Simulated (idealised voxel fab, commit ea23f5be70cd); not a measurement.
Documented hereafter: the process module known as voxel wiring stack.
Square cells of 5 nm make up the cross-section cut, whose width is 230 nm.
In what follows, cross-sections appear as grids of square cells, described through bands that run from the top down, where every band is one or more rows of cells.
In this notation a band is specified by the heights of its top and bottom, in that order and in nm, after which its materials appear from left to right, each paired with its width in nm. The word "everywhere" attached to a single material means that material fills the band from edge to edge; the word "blank" stands for empty space.
A quick word on heights: they are counted from 0, and under that level the wafer as it came to us is one material throughout. The lowest band is different from the rest in having no bottom; it simply continues downward, written as in "0..down".
A width given as "30->40" starts at the first number in the band's top row and ends at the second number in its bottom row, shifting by an equal amount at every step from row to row.
Key: "no modification" - step with no changed cell in the cross-section.
"Voids, sealed": empty spaces of 8 cells or more with no open way to the top, each given as width x height at distance, distance from the left edge, all in nm.
Whatever follows a step's settings on its line is a remark the simulator itself makes about that step.
Regarding "overlay nm": on a step with a mask, it is the distance the mask lay to the right of its planned place; a negative value places it to the left.

The steps planned for the process are as follows
1. RECEIVE: material Si
2. CONFORMAL_DEP: material SiO2, thk nm 15
3. CONFORMAL_DEP: material SiN, thk nm 5
4. DIRECTIONAL_DEP: material SiO2, thk nm 20
5. DIRECTIONAL_DEP: material aC, thk nm 10
6. PATTERN: tone open, mask id METAL_1, material resist, width nm 20, pitch nm 50, thk nm 25, overlay nm 0
7. DIRECTIONAL_ETCH: etch materials aC, depth nm 10
8. STRIP: etch materials resist
9. DIRECTIONAL_ETCH: etch materials SiO2, depth nm 20
10. DIRECTIONAL_ETCH: etch materials SiN, depth nm 5
11. STRIP: etch materials aC
12. CONFORMAL_DEP: material TiN, thk nm 5
13. FILL_DEP: material W, thk nm 10
14. CMP: height nm 40
15. EPI: material Ru, thk nm 5
16. FILL_DEP: material SiCN, thk nm 5
17. DIRECTIONAL_DEP: material lowk, thk nm 30
18. MASKED_ETCH: tone open, mask id METAL_2_HOLES, width nm 15, pitch nm 50, etch materials lowk, depth nm 30, overlay nm 0
19. MASKED_ETCH: tone open, mask id METAL_2, width nm 20, pitch nm 50, etch materials lowk, depth nm 15, overlay nm 0
20. MASKED_ETCH: tone open, mask id METAL_2, width nm 20, pitch nm 50, etch materials SiCN, depth nm 5, overlay nm 0
21. CONFORMAL_DEP: material TiN, thk nm 5
22. FILL_DEP: material Cu, thk nm 5
23. CMP: height nm 80
24. CONFORMAL_DEP: material SiCN, thk nm 5
25. DIRECTIONAL_DEP: material lowk, thk nm 25
26. PATTERN: tone open, mask id METAL_3, material resist, width nm 20, pitch nm 50, thk nm 20, overlay nm 0
27. DIRECTIONAL_ETCH: etch materials lowk, depth nm 15
28. STRIP: etch materials resist
29. PATTERN: tone open, mask id METAL_3_HOLES, material resist, width nm 15, pitch nm 50, thk nm 20, overlay nm 0
30. DIRECTIONAL_ETCH: etch materials lowk, depth nm 10
31. DIRECTIONAL_ETCH: etch materials SiCN, depth nm 5
32. STRIP: etch materials resist
33. CONFORMAL_DEP: material TiN, thk nm 5
34. FILL_DEP: material Ru, thk nm 10
35. CMP: height nm 110
36. CONFORMAL_DEP: material SiN, thk nm 5

The following pertains to the first of two wafers, which was processed as planned

Cross-section: wafer on arrival = after step 1
* 0..down = Si everywhere
* Voids, sealed: none

After step 2: wafer cross-section
* 15..0 = SiO2 everywhere
* For the remainder of the cross-section, below 0, there is no change.

After step 3: wafer cross-section
* 20..15 = SiN everywhere
* For the remainder of the cross-section, below 15, there is no change.

After step 4: wafer cross-section
* 40..20 = SiO2 everywhere
* For the remainder of the cross-section, below 20, there is no change.

After step 5: wafer cross-section
* 50..40 = aC everywhere
* For the remainder of the cross-section, below 40, there is no change.

After step 6: wafer cross-section
* 75..50 = resist (80) / blank (20) / resist (30) / blank (20) / resist (80)
* For the remainder of the cross-section, below 50, there is no change.

After step 7: wafer cross-section
* 65..50 = resist (80) / blank (20) / resist (30) / blank (20) / resist (80)
* 50..40 = aC (80) / blank (20) / aC (30) / blank (20) / aC (80)
* For the remainder of the cross-section, below 40, there is no change.

After step 8: wafer cross-section
* 50..40 = aC (80) / blank (20) / aC (30) / blank (20) / aC (80)
* For the remainder of the cross-section, below 40, there is no change.

After step 9: wafer cross-section
* 50..40 = aC (80) / blank (20) / aC (30) / blank (20) / aC (80)
* 40..20 = SiO2 (80) / blank (20) / SiO2 (30) / blank (20) / SiO2 (80)
* For the remainder of the cross-section, below 20, there is no change.

After step 10: wafer cross-section
* 50..40 = aC (80) / blank (20) / aC (30) / blank (20) / aC (80)
* 40..20 = SiO2 (80) / blank (20) / SiO2 (30) / blank (20) / SiO2 (80)
* 20..15 = SiN (80) / blank (20) / SiN (30) / blank (20) / SiN (80)
* For the remainder of the cross-section, below 15, there is no change.

After step 11: wafer cross-section
* 40..20 = SiO2 (80) / blank (20) / SiO2 (30) / blank (20) / SiO2 (80)
* For the remainder of the cross-section, below 20, there is no change.

After step 12: wafer cross-section
* 45..40 = TiN (85) / blank (10) / TiN (40) / blank (10) / TiN (85)
* 40..20 = SiO2 (80) / TiN (5) / blank (10) / TiN (5) / SiO2 (30) / TiN (5) / blank (10) / TiN (5) / SiO2 (80)
* 20..15 = SiN (80) / TiN (20) / SiN (30) / TiN (20) / SiN (80)
* For the remainder of the cross-section, below 15, there is no change.

After step 13: wafer cross-section
* 55..45 = W everywhere
* 45..40 = TiN (85) / W (10) / TiN (40) / W (10) / TiN (85)
* 40..20 = SiO2 (80) / TiN (5) / W (10) / TiN (5) / SiO2 (30) / TiN (5) / W (10) / TiN (5) / SiO2 (80)
* For the remainder of the cross-section, below 20, there is no change.

After step 14: wafer cross-section
* 40..20 = SiO2 (80) / TiN (5) / W (10) / TiN (5) / SiO2 (30) / TiN (5) / W (10) / TiN (5) / SiO2 (80)
* For the remainder of the cross-section, below 20, there is no change.

After step 15: wafer cross-section
* 45..40 = blank (75) / Ru (30) / blank (20) / Ru (30) / blank (75)
* For the remainder of the cross-section, below 40, there is no change.

After step 16: wafer cross-section
* 50..45 = SiCN everywhere
* 45..40 = SiCN (75) / Ru (30) / SiCN (20) / Ru (30) / SiCN (75)
* For the remainder of the cross-section, below 40, there is no change.

After step 17: wafer cross-section
* 80..50 = lowk everywhere
* For the remainder of the cross-section, below 50, there is no change.

After step 18: wafer cross-section
* 80..50 = lowk (80) / blank (15) / lowk (35) / blank (15) / lowk (85)
* For the remainder of the cross-section, below 50, there is no change.

After step 19: wafer cross-section
* 80..65 = lowk (80) / blank (20) / lowk (30) / blank (20) / lowk (80)
* For the remainder of the cross-section, below 65, there is no change.

After step 20: wafer cross-section
* 80..65 = lowk (80) / blank (20) / lowk (30) / blank (20) / lowk (80)
* 65..50 = lowk (80) / blank (15) / lowk (35) / blank (15) / lowk (85)
* 50..45 = SiCN (80) / blank (15) / SiCN (35) / blank (15) / SiCN (85)
* For the remainder of the cross-section, below 45, there is no change.

After step 21: wafer cross-section
* 85..80 = TiN (85) / blank (10) / TiN (40) / blank (10) / TiN (85)
* 80..70 = lowk (80) / TiN (5) / blank (10) / TiN (5) / lowk (30) / TiN (5) / blank (10) / TiN (5) / lowk (80)
* 70..65 = lowk (80) / TiN (5) / blank (5) / TiN (10) / lowk (30) / TiN (5) / blank (5) / TiN (10) / lowk (80)
* 65..50 = lowk (80) / TiN (5) / blank (5) / TiN (5) / lowk (35) / TiN (5) / blank (5) / TiN (5) / lowk (85)
* 50..45 = SiCN (80) / TiN (15) / SiCN (35) / TiN (15) / SiCN (85)
* For the remainder of the cross-section, below 45, there is no change.

After step 22: wafer cross-section
* 90..85 = Cu everywhere
* 85..80 = TiN (85) / Cu (10) / TiN (40) / Cu (10) / TiN (85)
* 80..70 = lowk (80) / TiN (5) / Cu (10) / TiN (5) / lowk (30) / TiN (5) / Cu (10) / TiN (5) / lowk (80)
* 70..65 = lowk (80) / TiN (5) / Cu (5) / TiN (10) / lowk (30) / TiN (5) / Cu (5) / TiN (10) / lowk (80)
* 65..50 = lowk (80) / TiN (5) / Cu (5) / TiN (5) / lowk (35) / TiN (5) / Cu (5) / TiN (5) / lowk (85)
* For the remainder of the cross-section, below 50, there is no change.

After step 23: wafer cross-section
* 80..70 = lowk (80) / TiN (5) / Cu (10) / TiN (5) / lowk (30) / TiN (5) / Cu (10) / TiN (5) / lowk (80)
* For the remainder of the cross-section, below 70, there is no change.

After step 24: wafer cross-section
* 85..80 = SiCN everywhere
* For the remainder of the cross-section, below 80, there is no change.

After step 25: wafer cross-section
* 110..85 = lowk everywhere
* For the remainder of the cross-section, below 85, there is no change.

After step 26: wafer cross-section
* 130..110 = resist (80) / blank (20) / resist (30) / blank (20) / resist (80)
* For the remainder of the cross-section, below 110, there is no change.

After step 27: wafer cross-section
* 130..110 = resist (80) / blank (20) / resist (30) / blank (20) / resist (80)
* 110..95 = lowk (80) / blank (20) / lowk (30) / blank (20) / lowk (80)
* For the remainder of the cross-section, below 95, there is no change.

After step 28: wafer cross-section
* 110..95 = lowk (80) / blank (20) / lowk (30) / blank (20) / lowk (80)
* For the remainder of the cross-section, below 95, there is no change.

After step 29: wafer cross-section
* 130..110 = resist (80) / blank (15) / resist (35) / blank (15) / resist (85)
* 110..95 = lowk (80) / blank (15) / resist (5) / lowk (30) / blank (15) / resist (5) / lowk (80)
* For the remainder of the cross-section, below 95, there is no change.

After step 30: wafer cross-section
* 130..110 = resist (80) / blank (15) / resist (35) / blank (15) / resist (85)
* 110..95 = lowk (80) / blank (15) / resist (5) / lowk (30) / blank (15) / resist (5) / lowk (80)
* 95..85 = lowk (80) / blank (15) / lowk (35) / blank (15) / lowk (85)
* For the remainder of the cross-section, below 85, there is no change.

After step 31: wafer cross-section
* 130..110 = resist (80) / blank (15) / resist (35) / blank (15) / resist (85)
* 110..95 = lowk (80) / blank (15) / resist (5) / lowk (30) / blank (15) / resist (5) / lowk (80)
* 95..85 = lowk (80) / blank (15) / lowk (35) / blank (15) / lowk (85)
* 85..80 = SiCN (80) / blank (15) / SiCN (35) / blank (15) / SiCN (85)
* For the remainder of the cross-section, below 80, there is no change.

After step 32: wafer cross-section
* 110..95 = lowk (80) / blank (20) / lowk (30) / blank (20) / lowk (80)
* For the remainder of the cross-section, below 95, there is no change.

After step 33: wafer cross-section
* 115..110 = TiN (85) / blank (10) / TiN (40) / blank (10) / TiN (85)
* 110..100 = lowk (80) / TiN (5) / blank (10) / TiN (5) / lowk (30) / TiN (5) / blank (10) / TiN (5) / lowk (80)
* 100..95 = lowk (80) / TiN (5) / blank (5) / TiN (10) / lowk (30) / TiN (5) / blank (5) / TiN (10) / lowk (80)
* 95..85 = lowk (80) / TiN (5) / blank (5) / TiN (5) / lowk (35) / TiN (5) / blank (5) / TiN (5) / lowk (85)
* 85..80 = SiCN (80) / TiN (15) / SiCN (35) / TiN (15) / SiCN (85)
* For the remainder of the cross-section, below 80, there is no change.

After step 34: wafer cross-section
* 125..115 = Ru everywhere
* 115..110 = TiN (85) / Ru (10) / TiN (40) / Ru (10) / TiN (85)
* 110..100 = lowk (80) / TiN (5) / Ru (10) / TiN (5) / lowk (30) / TiN (5) / Ru (10) / TiN (5) / lowk (80)
* 100..95 = lowk (80) / TiN (5) / Ru (5) / TiN (10) / lowk (30) / TiN (5) / Ru (5) / TiN (10) / lowk (80)
* 95..85 = lowk (80) / TiN (5) / Ru (5) / TiN (5) / lowk (35) / TiN (5) / Ru (5) / TiN (5) / lowk (85)
* For the remainder of the cross-section, below 85, there is no change.

After step 35: wafer cross-section
* 110..100 = lowk (80) / TiN (5) / Ru (10) / TiN (5) / lowk (30) / TiN (5) / Ru (10) / TiN (5) / lowk (80)
* For the remainder of the cross-section, below 100, there is no change.

After step 36: wafer cross-section
* 115..110 = SiN everywhere
* For the remainder of the cross-section, below 110, there is no change.

What follows concerns the second wafer, which started out like the first and was meant to follow the very same plan; one mistake crept in when it was run, but everything up to and including step 18 is the same as for the first wafer

Cross-section of the second wafer corresponding to the planned conclusion of step 19
* 80..65 = lowk (75) / blank (30) / lowk (20) / blank (30) / lowk (75)
* For the remainder of the cross-section, below 65, there is no change.

Cross-section of the second wafer corresponding to the planned conclusion of step 20
* 80..65 = lowk (75) / blank (30) / lowk (20) / blank (30) / lowk (75)
* 65..50 = lowk (80) / blank (15) / lowk (35) / blank (15) / lowk (85)
* 50..45 = SiCN (80) / blank (15) / SiCN (35) / blank (15) / SiCN (85)
* For the remainder of the cross-section, below 45, there is no change.

Cross-section of the second wafer corresponding to the planned conclusion of step 21
* 85..80 = TiN (80) / blank (20) / TiN (30) / blank (20) / TiN (80)
* 80..70 = lowk (75) / TiN (5) / blank (20) / TiN (5) / lowk (20) / TiN (5) / blank (20) / TiN (5) / lowk (75)
* 70..65 = lowk (75) / TiN (10) / blank (5) / TiN (15) / lowk (20) / TiN (10) / blank (5) / TiN (15) / lowk (75)
* 65..50 = lowk (80) / TiN (5) / blank (5) / TiN (5) / lowk (35) / TiN (5) / blank (5) / TiN (5) / lowk (85)
* 50..45 = SiCN (80) / TiN (15) / SiCN (35) / TiN (15) / SiCN (85)
* For the remainder of the cross-section, below 45, there is no change.

Cross-section of the second wafer corresponding to the planned conclusion of step 22
* 90..85 = Cu everywhere
* 85..80 = TiN (80) / Cu (20) / TiN (30) / Cu (20) / TiN (80)
* 80..70 = lowk (75) / TiN (5) / Cu (20) / TiN (5) / lowk (20) / TiN (5) / Cu (20) / TiN (5) / lowk (75)
* 70..65 = lowk (75) / TiN (10) / Cu (5) / TiN (15) / lowk (20) / TiN (10) / Cu (5) / TiN (15) / lowk (75)
* 65..50 = lowk (80) / TiN (5) / Cu (5) / TiN (5) / lowk (35) / TiN (5) / Cu (5) / TiN (5) / lowk (85)
* For the remainder of the cross-section, below 50, there is no change.

Cross-section of the second wafer corresponding to the planned conclusion of step 23
* 80..70 = lowk (75) / TiN (5) / Cu (20) / TiN (5) / lowk (20) / TiN (5) / Cu (20) / TiN (5) / lowk (75)
* For the remainder of the cross-section, below 70, there is no change.

Cross-section of the second wafer corresponding to the planned conclusion of step 24
* 85..80 = SiCN everywhere
* For the remainder of the cross-section, below 80, there is no change.

Cross-section of the second wafer corresponding to the planned conclusion of step 25
* 110..85 = lowk everywhere
* For the remainder of the cross-section, below 85, there is no change.

Cross-section of the second wafer corresponding to the planned conclusion of step 26
* 130..110 = resist (80) / blank (20) / resist (30) / blank (20) / resist (80)
* For the remainder of the cross-section, below 110, there is no change.

Cross-section of the second wafer corresponding to the planned conclusion of step 27
* 130..110 = resist (80) / blank (20) / resist (30) / blank (20) / resist (80)
* 110..95 = lowk (80) / blank (20) / lowk (30) / blank (20) / lowk (80)
* For the remainder of the cross-section, below 95, there is no change.

Cross-section of the second wafer corresponding to the planned conclusion of step 28
* 110..95 = lowk (80) / blank (20) / lowk (30) / blank (20) / lowk (80)
* For the remainder of the cross-section, below 95, there is no change.

Cross-section of the second wafer corresponding to the planned conclusion of step 29
* 130..110 = resist (80) / blank (15) / resist (35) / blank (15) / resist (85)
* 110..95 = lowk (80) / blank (15) / resist (5) / lowk (30) / blank (15) / resist (5) / lowk (80)
* For the remainder of the cross-section, below 95, there is no change.

Cross-section of the second wafer corresponding to the planned conclusion of step 30
* 130..110 = resist (80) / blank (15) / resist (35) / blank (15) / resist (85)
* 110..95 = lowk (80) / blank (15) / resist (5) / lowk (30) / blank (15) / resist (5) / lowk (80)
* 95..85 = lowk (80) / blank (15) / lowk (35) / blank (15) / lowk (85)
* For the remainder of the cross-section, below 85, there is no change.

Cross-section of the second wafer corresponding to the planned conclusion of step 31
* 130..110 = resist (80) / blank (15) / resist (35) / blank (15) / resist (85)
* 110..95 = lowk (80) / blank (15) / resist (5) / lowk (30) / blank (15) / resist (5) / lowk (80)
* 95..85 = lowk (80) / blank (15) / lowk (35) / blank (15) / lowk (85)
* 85..80 = SiCN (80) / blank (15) / SiCN (35) / blank (15) / SiCN (85)
* For the remainder of the cross-section, below 80, there is no change.

Cross-section of the second wafer corresponding to the planned conclusion of step 32
* 110..95 = lowk (80) / blank (20) / lowk (30) / blank (20) / lowk (80)
* For the remainder of the cross-section, below 95, there is no change.

Cross-section of the second wafer corresponding to the planned conclusion of step 33
* 115..110 = TiN (85) / blank (10) / TiN (40) / blank (10) / TiN (85)
* 110..100 = lowk (80) / TiN (5) / blank (10) / TiN (5) / lowk (30) / TiN (5) / blank (10) / TiN (5) / lowk (80)
* 100..95 = lowk (80) / TiN (5) / blank (5) / TiN (10) / lowk (30) / TiN (5) / blank (5) / TiN (10) / lowk (80)
* 95..85 = lowk (80) / TiN (5) / blank (5) / TiN (5) / lowk (35) / TiN (5) / blank (5) / TiN (5) / lowk (85)
* 85..80 = SiCN (80) / TiN (15) / SiCN (35) / TiN (15) / SiCN (85)
* For the remainder of the cross-section, below 80, there is no change.

Cross-section of the second wafer corresponding to the planned conclusion of step 34
* 125..115 = Ru everywhere
* 115..110 = TiN (85) / Ru (10) / TiN (40) / Ru (10) / TiN (85)
* 110..100 = lowk (80) / TiN (5) / Ru (10) / TiN (5) / lowk (30) / TiN (5) / Ru (10) / TiN (5) / lowk (80)
* 100..95 = lowk (80) / TiN (5) / Ru (5) / TiN (10) / lowk (30) / TiN (5) / Ru (5) / TiN (10) / lowk (80)
* 95..85 = lowk (80) / TiN (5) / Ru (5) / TiN (5) / lowk (35) / TiN (5) / Ru (5) / TiN (5) / lowk (85)
* For the remainder of the cross-section, below 85, there is no change.

Cross-section of the second wafer corresponding to the planned conclusion of step 35
* 110..100 = lowk (80) / TiN (5) / Ru (10) / TiN (5) / lowk (30) / TiN (5) / Ru (10) / TiN (5) / lowk (80)
* For the remainder of the cross-section, below 100, there is no change.

Cross-section of the second wafer corresponding to the planned conclusion of step 36
* 115..110 = SiN everywhere
* For the remainder of the cross-section, below 110, there is no change.
what went wrong: step 19 did not use the planned setting and instead ran as MASKED_ETCH: tone open, mask id METAL_2, width nm 30, pitch nm 50, etch materials lowk, depth nm 15, overlay nm 0
Heads up, by the end the second wafer has more or fewer cells of some materials compared to the first: +8 Cu, +4 TiN, -12 lowk
